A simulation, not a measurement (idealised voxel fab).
process module | voxel capacitor over wiring
cross-section cut | 240 nm wide | cells 5 nm
A cross-section is a grid of square cells, given in bands from the top down. A band is one or more rows of cells.
Each band's line starts with the height of the band's top and of its bottom, in nm. Then come its materials from left to right, each with its width in nm. One material with "throughout" fills the band from edge to edge. "air" is empty space.
Height 0 is the level under which the wafer as received is all one material. The lowest band goes on downwards, as in "0 down".
A width such as "30 to 40" changes by the same amount from each row of cells to the next, from the band's top row to its bottom row.
"no change" after a step means that no cell of the cross-section changed.
closed voids: empty space of 8 cells or more with no open way to the top, each as width x height at its distance from the left edge, in nm
after a step's settings: what the simulator itself notes on the step
overlay nm, on a step with a mask: how far to the right of its planned place the mask lay; to the left if negative
plan
1 op RECEIVE | material Si
2 op CONFORMAL_DEP | material SiO2 | thk nm 15
3 op CONFORMAL_DEP | material SiCN | thk nm 5
4 op DIRECTIONAL_DEP | material lowk | thk nm 15
5 op PATTERN | tone open | mask id METAL_1 | material resist | width nm 20 | pitch nm 70 | thk nm 20 | overlay nm 0
6 op DIRECTIONAL_ETCH | etch materials lowk | depth nm 15
7 op DIRECTIONAL_ETCH | etch materials SiCN | depth nm 5
8 op STRIP | etch materials resist
9 op CONFORMAL_DEP | material TiN | thk nm 5
10 op FILL_DEP | material Cu | thk nm 10
11 op CMP | height nm 35
12 op CONFORMAL_DEP | material SiCN | thk nm 5
13 op DIRECTIONAL_DEP | material lowk | thk nm 15
14 op MASKED_ETCH | tone open | mask id PLUG_1 | width nm 15 | etch materials lowk | depth nm 15 | overlay nm 0
15 op MASKED_ETCH | tone open | mask id PLUG_1 | width nm 15 | etch materials SiCN | depth nm 5 | overlay nm 0
16 op CONFORMAL_DEP | material TiN | thk nm 5
17 op FILL_DEP | material Cu | thk nm 10
18 op CMP | height nm 55
19 op DIRECTIONAL_DEP | material TiN | thk nm 5
20 op DIRECTIONAL_DEP | material HfO2 | thk nm 5
21 op DIRECTIONAL_DEP | material TiN | thk nm 5
22 op PATTERN | tone cover | mask id UPPER_PLATE | material resist | width nm 55 | thk nm 15 | overlay nm 0
23 op DIRECTIONAL_ETCH | etch materials TiN | depth nm 5
24 op DIRECTIONAL_ETCH | etch materials HfO2 | depth nm 5
25 op STRIP | etch materials resist
26 op DIRECTIONAL_DEP | material aC | thk nm 15
27 op PATTERN | tone cover | mask id LOWER_PLATE | material resist | width nm 65 | thk nm 30 | overlay nm 0
28 op DIRECTIONAL_ETCH | etch materials aC | depth nm 15
29 op STRIP | etch materials resist
30 op DIRECTIONAL_ETCH | etch materials TiN | depth nm 5
31 op STRIP | etch materials aC
32 op FILL_DEP | material SiO2 | thk nm 15
33 op CMP | height nm 80
34 op MASKED_ETCH | tone open | mask id PLUG_2 | width nm 15 | etch materials SiO2 | depth nm 10 | overlay nm 0
35 op CONFORMAL_DEP | material TiN | thk nm 5
36 op FILL_DEP | material Ru | thk nm 10
37 op CMP | height nm 80
38 op CONFORMAL_DEP | material SiN | thk nm 5
as received, after step 1
  0 down: Si throughout
  closed voids: none
first wafer at the end, as planned
  85 to 80: SiN throughout
  80 to 75: SiO2 90 | TiN 5 | Ru 5 | TiN 5 | SiO2 135
  75 to 65: SiO2 90 to 80 | TiN 15 to 55 | SiO2 135 to 105
  65 to 60: SiO2 80 | HfO2 55 | SiO2 105
  60 to 55: SiO2 75 | TiN 65 | SiO2 100
  55 to 40: lowk 80 | TiN 5 | Cu 5 | TiN 5 | lowk 145
  40 to 35: SiCN 80 | TiN 15 | SiCN 145
  35 to 20: lowk 75 | TiN 5 | Cu 10 | TiN 5 | lowk 50 | TiN 5 | Cu 10 | TiN 5 | lowk 75
  20 to 15: SiCN 75 | TiN 20 | SiCN 50 | TiN 20 | SiCN 75
  15 to 0: SiO2 throughout
  0 down: Si throughout
  closed voids: none
second wafer at the end: like start, like plan, one mistake
  85 to 80: SiN throughout
  80 to 75: SiO2 100 | TiN 5 | Ru 5 | TiN 5 | SiO2 125
  75 to 65: SiO2 100 to 80 | TiN 15 to 55 | SiO2 125 to 105
  65 to 60: SiO2 80 | HfO2 55 | SiO2 105
  60 to 55: SiO2 75 | TiN 65 | SiO2 100
  55 to 40: lowk 80 | TiN 5 | Cu 5 | TiN 5 | lowk 145
  40 to 35: SiCN 80 | TiN 15 | SiCN 145
  35 to 20: lowk 75 | TiN 5 | Cu 10 | TiN 5 | lowk 50 | TiN 5 | Cu 10 | TiN 5 | lowk 75
  20 to 15: SiCN 75 | TiN 20 | SiCN 50 | TiN 20 | SiCN 75
  15 to 0: SiO2 throughout
  0 down: Si throughout
  closed voids: none
what went wrong: step 34 ran as: op MASKED_ETCH | tone open | mask id PLUG_2 | width nm 15 | etch materials SiO2 | depth nm 10 | overlay nm 10
at the end the second wafer has, in cells: as many of each material as the first, in other places
